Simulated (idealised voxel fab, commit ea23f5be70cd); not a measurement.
process module | voxel spacer lines
cross-section cut | 300 nm wide | cells 5 nm
A cross-section is a grid of square cells, given in bands from the top down. A band is one or more rows of cells.
Each band's line starts with the height of the band's top and of its bottom, in nm. Then come its materials from left to right, each with its width in nm. One material with "throughout" fills the band from edge to edge. "air" is empty space.
Height 0 is the level under which the wafer as received is all one material. The lowest band goes on downwards, as in "0 down".
A width such as "30 to 40" changes by the same amount from each row of cells to the next, from the band's top row to its bottom row.
"no change" after a step means that no cell of the cross-section changed.
closed voids: empty space of 8 cells or more with no open way to the top, each as width x height at its distance from the left edge, in nm
after a step's settings: what the simulator itself notes on the step
overlay nm, on a step with a mask: how far to the right of its planned place the mask lay; to the left if negative
plan
1 op RECEIVE | material Si
2 op CONFORMAL_DEP | material Al2O3 | thk nm 5
3 op DIRECTIONAL_DEP | material polySi | thk nm 10
4 op DIRECTIONAL_DEP | material aC | thk nm 25
5 op PATTERN | tone cover | mask id MANDREL | material resist | width nm 15 | pitch nm 60 | thk nm 30 | overlay nm 0
6 op DIRECTIONAL_ETCH | etch materials aC | depth nm 25
7 op STRIP | etch materials resist
8 op CONFORMAL_DEP | material SiN | thk nm 15
9 op DIRECTIONAL_ETCH | etch materials SiN | depth nm 15
10 op STRIP | etch materials aC
11 op DIRECTIONAL_ETCH | etch materials polySi | depth nm 10
12 op STRIP | etch materials SiN
13 op FILL_DEP | material lowk | thk nm 10
14 op CMP | height nm 15
first wafer, as planned
as received, after step 1
  0 down: Si throughout
  closed voids: none
after step 2
  5 to 0: Al2O3 throughout
  below 0: unchanged
after step 3
  15 to 5: polySi throughout
  below 5: unchanged
after step 4
  40 to 15: aC throughout
  below 15: unchanged
after step 5
  70 to 40: air 110 | resist 15 | air 45 | resist 15 | air 115
  below 40: unchanged
after step 6
  45 to 40: air 110 | resist 15 | air 45 | resist 15 | air 115
  40 to 15: air 110 | aC 15 | air 45 | aC 15 | air 115
  below 15: unchanged
after step 7
  40 to 15: air 110 | aC 15 | air 45 | aC 15 | air 115
  below 15: unchanged
after step 8
  55 to 40: air 95 | SiN 45 | air 15 | SiN 45 | air 100
  40 to 30: air 95 | SiN 15 | aC 15 | SiN 15 | air 15 | SiN 15 | aC 15 | SiN 15 | air 100
  30 to 15: SiN 110 | aC 15 | SiN 45 | aC 15 | SiN 115
  below 15: unchanged
after step 9
  40 to 15: air 95 | SiN 15 | aC 15 | SiN 15 | air 15 | SiN 15 | aC 15 | SiN 15 | air 100
  below 15: unchanged
after step 10
  40 to 15: air 95 | SiN 15 | air 15 | SiN 15 | air 15 | SiN 15 | air 15 | SiN 15 | air 100
  below 15: unchanged
after step 11
  40 to 15: air 95 | SiN 15 | air 15 | SiN 15 | air 15 | SiN 15 | air 15 | SiN 15 | air 100
  15 to 5: air 95 | polySi 15 | air 15 | polySi 15 | air 15 | polySi 15 | air 15 | polySi 15 | air 100
  below 5: unchanged
after step 12
  15 to 5: air 95 | polySi 15 | air 15 | polySi 15 | air 15 | polySi 15 | air 15 | polySi 15 | air 100
  below 5: unchanged
after step 13
  25 to 15: lowk throughout
  15 to 5: lowk 95 | polySi 15 | lowk 15 | polySi 15 | lowk 15 | polySi 15 | lowk 15 | polySi 15 | lowk 100
  below 5: unchanged
after step 14
  15 to 5: lowk 95 | polySi 15 | lowk 15 | polySi 15 | lowk 15 | polySi 15 | lowk 15 | polySi 15 | lowk 100
  below 5: unchanged
second wafer: like start, like plan, one mistake. Through step 4 it matches the first wafer
when step 5 should have ended
  70 to 40: air 115 | resist 15 | air 45 | resist 15 | air 110
  below 40: unchanged
when step 6 should have ended
  45 to 40: air 115 | resist 15 | air 45 | resist 15 | air 110
  40 to 15: air 115 | aC 15 | air 45 | aC 15 | air 110
  below 15: unchanged
when step 7 should have ended
  40 to 15: air 115 | aC 15 | air 45 | aC 15 | air 110
  below 15: unchanged
when step 8 should have ended
  55 to 40: air 100 | SiN 45 | air 15 | SiN 45 | air 95
  40 to 30: air 100 | SiN 15 | aC 15 | SiN 15 | air 15 | SiN 15 | aC 15 | SiN 15 | air 95
  30 to 15: SiN 115 | aC 15 | SiN 45 | aC 15 | SiN 110
  below 15: unchanged
when step 9 should have ended
  40 to 15: air 100 | SiN 15 | aC 15 | SiN 15 | air 15 | SiN 15 | aC 15 | SiN 15 | air 95
  below 15: unchanged
when step 10 should have ended
  40 to 15: air 100 | SiN 15 | air 15 | SiN 15 | air 15 | SiN 15 | air 15 | SiN 15 | air 95
  below 15: unchanged
when step 11 should have ended
  40 to 15: air 100 | SiN 15 | air 15 | SiN 15 | air 15 | SiN 15 | air 15 | SiN 15 | air 95
  15 to 5: air 100 | polySi 15 | air 15 | polySi 15 | air 15 | polySi 15 | air 15 | polySi 15 | air 95
  below 5: unchanged
when step 12 should have ended
  15 to 5: air 100 | polySi 15 | air 15 | polySi 15 | air 15 | polySi 15 | air 15 | polySi 15 | air 95
  below 5: unchanged
when step 13 should have ended
  25 to 15: lowk throughout
  15 to 5: lowk 100 | polySi 15 | lowk 15 | polySi 15 | lowk 15 | polySi 15 | lowk 15 | polySi 15 | lowk 95
  below 5: unchanged
when step 14 should have ended
  15 to 5: lowk 100 | polySi 15 | lowk 15 | polySi 15 | lowk 15 | polySi 15 | lowk 15 | polySi 15 | lowk 95
  below 5: unchanged
what went wrong: step 5 ran as: op PATTERN | tone cover | mask id MANDREL | material resist | width nm 15 | pitch nm 60 | thk nm 30 | overlay nm 5
at the end the second wafer has, in cells: as many of each material as the first, in other places
